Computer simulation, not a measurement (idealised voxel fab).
process module | voxel air gaps
cross-section cut | 300 nm wide | cells 5 nm
A cross-section is a grid of square cells, given in bands from the top down. A band is one or more rows of cells.
Each band's line starts with the height of the band's top and of its bottom, in nm. Then come its materials from left to right, each with its width in nm. One material with "throughout" fills the band from edge to edge. "air" is empty space.
Height 0 is the level under which the wafer as received is all one material. The lowest band goes on downwards, as in "0 down".
A width such as "30 to 40" changes by the same amount from each row of cells to the next, from the band's top row to its bottom row.
"no change" after a step means that no cell of the cross-section changed.
closed voids: empty space of 8 cells or more with no open way to the top, each as width x height at its distance from the left edge, in nm
after a step's settings: what the simulator itself notes on the step
overlay nm, on a step with a mask: how far to the right of its planned place the mask lay; to the left if negative
plan
1 op RECEIVE | material Si
2 op CONFORMAL_DEP | material SiO2 | thk nm 10
3 op CONFORMAL_DEP | material SiN | thk nm 5
4 op DIRECTIONAL_DEP | material lowk | thk nm 40
5 op MASKED_ETCH | tone open | mask id LINES | width nm 15 | pitch nm 45 | etch materials lowk | depth nm 40 | overlay nm 0
6 op CONFORMAL_DEP | material TiN | thk nm 5
7 op FILL_DEP | material Ru | thk nm 10
8 op CMP | height nm 55
9 op EPI | material Ru | thk nm 10
10 op SELECTIVE_ETCH | etch materials lowk | depth nm 50
11 op CONFORMAL_DEP | material SiN | thk nm 5
first wafer, as planned
as received, after step 1
  0 down: Si throughout
  closed voids: none
after step 2
  10 to 0: SiO2 throughout
  below 0: unchanged
after step 3
  15 to 10: SiN throughout
  below 10: unchanged
after step 4
  55 to 15: lowk throughout
  below 15: unchanged
after step 5
  55 to 15: lowk 95 | air 15 | lowk 30 | air 15 | lowk 30 | air 15 | lowk 100
  below 15: unchanged
after step 6
  60 to 55: TiN 100 | air 5 | TiN 40 | air 5 | TiN 40 | air 5 | TiN 105
  55 to 20: lowk 95 | TiN 5 | air 5 | TiN 5 | lowk 30 | TiN 5 | air 5 | TiN 5 | lowk 30 | TiN 5 | air 5 | TiN 5 | lowk 100
  20 to 15: lowk 95 | TiN 15 | lowk 30 | TiN 15 | lowk 30 | TiN 15 | lowk 100
  below 15: unchanged
after step 7
  70 to 60: Ru throughout
  60 to 55: TiN 100 | Ru 5 | TiN 40 | Ru 5 | TiN 40 | Ru 5 | TiN 105
  55 to 20: lowk 95 | TiN 5 | Ru 5 | TiN 5 | lowk 30 | TiN 5 | Ru 5 | TiN 5 | lowk 30 | TiN 5 | Ru 5 | TiN 5 | lowk 100
  below 20: unchanged
after step 8
  55 to 20: lowk 95 | TiN 5 | Ru 5 | TiN 5 | lowk 30 | TiN 5 | Ru 5 | TiN 5 | lowk 30 | TiN 5 | Ru 5 | TiN 5 | lowk 100
  below 20: unchanged
after step 9
  65 to 55: air 85 | Ru 35 | air 10 | Ru 35 | air 10 | Ru 35 | air 90
  below 55: unchanged
after step 10
  65 to 55: air 85 | Ru 35 | air 10 | Ru 35 | air 10 | Ru 35 | air 90
  55 to 20: air 95 | TiN 5 | Ru 5 | TiN 5 | air 30 | TiN 5 | Ru 5 | TiN 5 | air 30 | TiN 5 | Ru 5 | TiN 5 | air 100
  20 to 15: air 95 | TiN 15 | air 30 | TiN 15 | air 30 | TiN 15 | air 100
  below 15: unchanged
after step 11
  70 to 65: air 80 | SiN 135 | air 85
  65 to 55: air 80 | SiN 5 | Ru 35 | SiN 10 | Ru 35 | SiN 10 | Ru 35 | SiN 5 | air 85
  55 to 50: air 80 | SiN 15 | TiN 5 | Ru 5 | TiN 5 | SiN 30 | TiN 5 | Ru 5 | TiN 5 | SiN 30 | TiN 5 | Ru 5 | TiN 5 | SiN 15 | air 85
  50 to 20: air 90 | SiN 5 | TiN 5 | Ru 5 | TiN 5 | SiN 5 | air 20 | SiN 5 | TiN 5 | Ru 5 | TiN 5 | SiN 5 | air 20 | SiN 5 | TiN 5 | Ru 5 | TiN 5 | SiN 5 | air 95
  20 to 15: SiN 95 | TiN 15 | SiN 30 | TiN 15 | SiN 30 | TiN 15 | SiN 100
  below 15: unchanged
  closed voids: 20 x 30 at 115; 20 x 30 at 160
second wafer: like start, like plan, one mistake. Through step 8 it matches the first wafer
when step 9 should have ended
  75 to 55: air 75 | Ru 145 | air 80
  below 55: unchanged
when step 10 should have ended
  75 to 55: air 75 | Ru 145 | air 80
  55 to 20: air 95 | TiN 5 | Ru 5 | TiN 5 | lowk 30 | TiN 5 | Ru 5 | TiN 5 | lowk 30 | TiN 5 | Ru 5 | TiN 5 | air 100
  20 to 15: air 95 | TiN 15 | lowk 30 | TiN 15 | lowk 30 | TiN 15 | air 100
  below 15: unchanged
when step 11 should have ended
  80 to 75: air 70 | SiN 155 | air 75
  75 to 55: air 70 | SiN 5 | Ru 145 | SiN 5 | air 75
  55 to 50: air 70 | SiN 25 | TiN 5 | Ru 5 | TiN 5 | lowk 30 | TiN 5 | Ru 5 | TiN 5 | lowk 30 | TiN 5 | Ru 5 | TiN 5 | SiN 25 | air 75
  50 to 20: air 90 | SiN 5 | TiN 5 | Ru 5 | TiN 5 | lowk 30 | TiN 5 | Ru 5 | TiN 5 | lowk 30 | TiN 5 | Ru 5 | TiN 5 | SiN 5 | air 95
  20 to 15: SiN 95 | TiN 15 | lowk 30 | TiN 15 | lowk 30 | TiN 15 | SiN 100
  below 15: unchanged
what went wrong: step 9 was run twice
at the end the second wafer has, in cells: 74 more of Ru | 44 fewer of SiN | 96 more of lowk
closed voids at the end (first wafer, second wafer): 2, 0
